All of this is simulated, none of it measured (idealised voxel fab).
process module | voxel wiring stack
cross-section cut | 265 nm wide | cells 5 nm
A cross-section is a grid of square cells, given in bands from the top down. A band is one or more rows of cells.
Each band's line starts with the height of the band's top and of its bottom, in nm. Then come its materials from left to right, each with its width in nm. One material with "throughout" fills the band from edge to edge. "air" is empty space.
Height 0 is the level under which the wafer as received is all one material. The lowest band goes on downwards, as in "0 down".
A width such as "30 to 40" changes by the same amount from each row of cells to the next, from the band's top row to its bottom row.
"no change" after a step means that no cell of the cross-section changed.
closed voids: empty space of 8 cells or more with no open way to the top, each as width x height at its distance from the left edge, in nm
after a step's settings: what the simulator itself notes on the step
overlay nm, on a step with a mask: how far to the right of its planned place the mask lay; to the left if negative
plan
1 op RECEIVE | material Si
2 op CONFORMAL_DEP | material SiO2 | thk nm 15
3 op DIRECTIONAL_DEP | material TiN | thk nm 5
4 op DIRECTIONAL_DEP | material Ru | thk nm 25
5 op MASKED_ETCH | tone cover | mask id METAL_1 | width nm 20 | pitch nm 35 | etch materials Ru | depth nm 25 | overlay nm 0
6 op MASKED_ETCH | tone cover | mask id METAL_1 | width nm 20 | pitch nm 35 | etch materials TiN | depth nm 5 | overlay nm 0
7 op CONFORMAL_DEP | material SiCN | thk nm 5
8 op FILL_DEP | material lowk | thk nm 5
9 op CMP | height nm 45
10 op CONFORMAL_DEP | material SiCN | thk nm 5
11 op DIRECTIONAL_DEP | material SiO2 | thk nm 30
12 op MASKED_ETCH | tone open | mask id METAL_2 | width nm 20 | pitch nm 35 | etch materials SiO2 | depth nm 15 | overlay nm 0
13 op DIRECTIONAL_DEP | material aC | thk nm 10
14 op PATTERN | tone open | mask id METAL_2_HOLES | material resist | width nm 15 | pitch nm 70 | thk nm 25 | overlay nm 0
15 op DIRECTIONAL_ETCH | etch materials aC | depth nm 10
16 op STRIP | etch materials resist
17 op DIRECTIONAL_ETCH | etch materials SiO2 | depth nm 15
18 op DIRECTIONAL_ETCH | etch materials SiCN | depth nm 5
19 op STRIP | etch materials aC
20 op CONFORMAL_DEP | material TiN | thk nm 5
21 op FILL_DEP | material Ru | thk nm 10
22 op CMP | height nm 80
23 op CONFORMAL_DEP | material SiCN | thk nm 5
24 op DIRECTIONAL_DEP | material lowk | thk nm 15
25 op MASKED_ETCH | tone open | mask id PLUG_2 | width nm 15 | pitch nm 35 | etch materials lowk | depth nm 15 | overlay nm 0
26 op MASKED_ETCH | tone open | mask id PLUG_2 | width nm 15 | pitch nm 35 | etch materials SiCN | depth nm 5 | overlay nm 0
27 op CONFORMAL_DEP | material TiN | thk nm 5
28 op FILL_DEP | material Cu | thk nm 10
29 op CMP | height nm 100
30 op DIRECTIONAL_DEP | material TiN | thk nm 5
31 op DIRECTIONAL_DEP | material W | thk nm 15
32 op DIRECTIONAL_DEP | material aC | thk nm 15
33 op PATTERN | tone cover | mask id METAL_3 | material resist | width nm 20 | pitch nm 35 | thk nm 35 | overlay nm 0
34 op DIRECTIONAL_ETCH | etch materials aC | depth nm 15
35 op STRIP | etch materials resist
36 op DIRECTIONAL_ETCH | etch materials W | depth nm 15
37 op DIRECTIONAL_ETCH | etch materials TiN | depth nm 5
38 op STRIP | etch materials aC
39 op CONFORMAL_DEP | material SiCN | thk nm 5
40 op FILL_DEP | material SiO2 | thk nm 10
41 op CMP | height nm 120
42 op CONFORMAL_DEP | material SiN | thk nm 5
as received, after step 1
  0 down: Si throughout
  closed voids: none
a wafer at the end: this start, this plan, one mistake
  125 to 120: SiN throughout
  120 to 105: SiO2 80 | SiCN 5 | W 20 | SiCN 5 | SiO2 5 | SiCN 5 | W 20 | SiCN 5 | SiO2 5 | SiCN 5 | W 20 | SiCN 5 | SiO2 85
  105 to 100: SiCN 85 | TiN 20 | SiCN 15 | TiN 20 | SiCN 15 | TiN 20 | SiCN 90
  100 to 85: lowk 85 | TiN 5 | Cu 5 | TiN 5 | lowk 20 | TiN 5 | Cu 5 | TiN 5 | lowk 20 | TiN 5 | Cu 5 | TiN 5 | lowk 95
  85 to 80: SiCN 85 | TiN 15 | SiCN 20 | TiN 15 | SiCN 20 | TiN 15 | SiCN 95
  80 to 70: Ru throughout
  70 to 65: TiN 125 | Ru 10 | TiN 130
  65 to 50: SiO2 100 | TiN 5 | SiO2 15 | TiN 5 | Ru 10 | TiN 5 | SiO2 30 | TiN 5 | SiO2 90
  50 to 45: SiCN 100 | TiN 5 | SiCN 15 | TiN 20 | SiCN 30 | TiN 5 | SiCN 90
  45 to 20: lowk 80 | SiCN 5 | Ru 20 | SiCN 5 | lowk 5 | SiCN 5 | Ru 20 | SiCN 5 | lowk 5 | SiCN 5 | Ru 20 | SiCN 5 | lowk 85
  20 to 15: SiCN 85 | TiN 20 | SiCN 15 | TiN 20 | SiCN 15 | TiN 20 | SiCN 90
  15 to 0: SiO2 throughout
  0 down: Si throughout
  closed voids: none
what went wrong: step 14 ran as: op PATTERN | tone cover | mask id METAL_2_HOLES | material resist | width nm 15 | pitch nm 70 | thk nm 25 | overlay nm 0
